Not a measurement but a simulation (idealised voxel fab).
process module | voxel spacer lines
cross-section cut | 225 nm wide | cells 5 nm
A cross-section is a grid of square cells, given in bands from the top down. A band is one or more rows of cells.
Each band's line starts with the height of the band's top and of its bottom, in nm. Then come its materials from left to right, each with its width in nm. One material with "throughout" fills the band from edge to edge. "air" is empty space.
Height 0 is the level under which the wafer as received is all one material. The lowest band goes on downwards, as in "0 down".
A width such as "30 to 40" changes by the same amount from each row of cells to the next, from the band's top row to its bottom row.
"no change" after a step means that no cell of the cross-section changed.
closed voids: empty space of 8 cells or more with no open way to the top, each as width x height at its distance from the left edge, in nm
after a step's settings: what the simulator itself notes on the step
overlay nm, on a step with a mask: how far to the right of its planned place the mask lay; to the left if negative
plan
1 op RECEIVE | material Si
2 op CONFORMAL_DEP | material SiO2 | thk nm 5
3 op DIRECTIONAL_DEP | material TiN | thk nm 20
4 op DIRECTIONAL_DEP | material polySi | thk nm 25
5 op PATTERN | tone cover | mask id MANDREL | material resist | width nm 15 | pitch nm 50 | thk nm 35 | overlay nm 0
6 op DIRECTIONAL_ETCH | etch materials polySi | depth nm 25
7 op STRIP | etch materials resist
8 op CONFORMAL_DEP | material SiN | thk nm 10
9 op DIRECTIONAL_ETCH | etch materials SiN | depth nm 10
10 op STRIP | etch materials polySi
11 op DIRECTIONAL_ETCH | etch materials TiN | depth nm 20
12 op STRIP | etch materials SiN
first wafer, as planned
as received, after step 1
  0 down: Si throughout
  closed voids: none
after step 2
  5 to 0: SiO2 throughout
  below 0: unchanged
after step 3
  25 to 5: TiN throughout
  below 5: unchanged
after step 4
  50 to 25: polySi throughout
  below 25: unchanged
after step 5
  85 to 50: air 55 | resist 15 | air 35 | resist 15 | air 35 | resist 15 | air 55
  below 50: unchanged
after step 6
  85 to 50: air 55 | resist 15 | air 35 | resist 15 | air 35 | resist 15 | air 55
  50 to 25: air 55 | polySi 15 | air 35 | polySi 15 | air 35 | polySi 15 | air 55
  below 25: unchanged
after step 7
  50 to 25: air 55 | polySi 15 | air 35 | polySi 15 | air 35 | polySi 15 | air 55
  below 25: unchanged
after step 8
  60 to 50: air 45 | SiN 35 | air 15 | SiN 35 | air 15 | SiN 35 | air 45
  50 to 35: air 45 | SiN 10 | polySi 15 | SiN 10 | air 15 | SiN 10 | polySi 15 | SiN 10 | air 15 | SiN 10 | polySi 15 | SiN 10 | air 45
  35 to 25: SiN 55 | polySi 15 | SiN 35 | polySi 15 | SiN 35 | polySi 15 | SiN 55
  below 25: unchanged
after step 9
  50 to 25: air 45 | SiN 10 | polySi 15 | SiN 10 | air 15 | SiN 10 | polySi 15 | SiN 10 | air 15 | SiN 10 | polySi 15 | SiN 10 | air 45
  below 25: unchanged
after step 10
  50 to 25: air 45 | SiN 10 | air 15 | SiN 10 | air 15 | SiN 10 | air 15 | SiN 10 | air 15 | SiN 10 | air 15 | SiN 10 | air 45
  below 25: unchanged
after step 11
  50 to 25: air 45 | SiN 10 | air 15 | SiN 10 | air 15 | SiN 10 | air 15 | SiN 10 | air 15 | SiN 10 | air 15 | SiN 10 | air 45
  25 to 5: air 45 | TiN 10 | air 15 | TiN 10 | air 15 | TiN 10 | air 15 | TiN 10 | air 15 | TiN 10 | air 15 | TiN 10 | air 45
  below 5: unchanged
after step 12
  25 to 5: air 45 | TiN 10 | air 15 | TiN 10 | air 15 | TiN 10 | air 15 | TiN 10 | air 15 | TiN 10 | air 15 | TiN 10 | air 45
  below 5: unchanged
second wafer: like start, like plan, one mistake. Through step 1 it matches the first wafer
when step 2 should have ended: no change
when step 3 should have ended
  20 to 0: TiN throughout
  below 0: unchanged
when step 4 should have ended
  45 to 20: polySi throughout
  below 20: unchanged
when step 5 should have ended
  80 to 45: air 55 | resist 15 | air 35 | resist 15 | air 35 | resist 15 | air 55
  below 45: unchanged
when step 6 should have ended
  80 to 45: air 55 | resist 15 | air 35 | resist 15 | air 35 | resist 15 | air 55
  45 to 20: air 55 | polySi 15 | air 35 | polySi 15 | air 35 | polySi 15 | air 55
  below 20: unchanged
when step 7 should have ended
  45 to 20: air 55 | polySi 15 | air 35 | polySi 15 | air 35 | polySi 15 | air 55
  below 20: unchanged
when step 8 should have ended
  55 to 45: air 45 | SiN 35 | air 15 | SiN 35 | air 15 | SiN 35 | air 45
  45 to 30: air 45 | SiN 10 | polySi 15 | SiN 10 | air 15 | SiN 10 | polySi 15 | SiN 10 | air 15 | SiN 10 | polySi 15 | SiN 10 | air 45
  30 to 20: SiN 55 | polySi 15 | SiN 35 | polySi 15 | SiN 35 | polySi 15 | SiN 55
  below 20: unchanged
when step 9 should have ended
  45 to 20: air 45 | SiN 10 | polySi 15 | SiN 10 | air 15 | SiN 10 | polySi 15 | SiN 10 | air 15 | SiN 10 | polySi 15 | SiN 10 | air 45
  below 20: unchanged
when step 10 should have ended
  45 to 20: air 45 | SiN 10 | air 15 | SiN 10 | air 15 | SiN 10 | air 15 | SiN 10 | air 15 | SiN 10 | air 15 | SiN 10 | air 45
  below 20: unchanged
when step 11 should have ended
  45 to 20: air 45 | SiN 10 | air 15 | SiN 10 | air 15 | SiN 10 | air 15 | SiN 10 | air 15 | SiN 10 | air 15 | SiN 10 | air 45
  20 to 0: air 45 | TiN 10 | air 15 | TiN 10 | air 15 | TiN 10 | air 15 | TiN 10 | air 15 | TiN 10 | air 15 | TiN 10 | air 45
  below 0: unchanged
when step 12 should have ended
  20 to 0: air 45 | TiN 10 | air 15 | TiN 10 | air 15 | TiN 10 | air 15 | TiN 10 | air 15 | TiN 10 | air 15 | TiN 10 | air 45
  below 0: unchanged
what went wrong: step 2 was left out
at the end the second wafer has, in cells: 45 fewer of SiO2
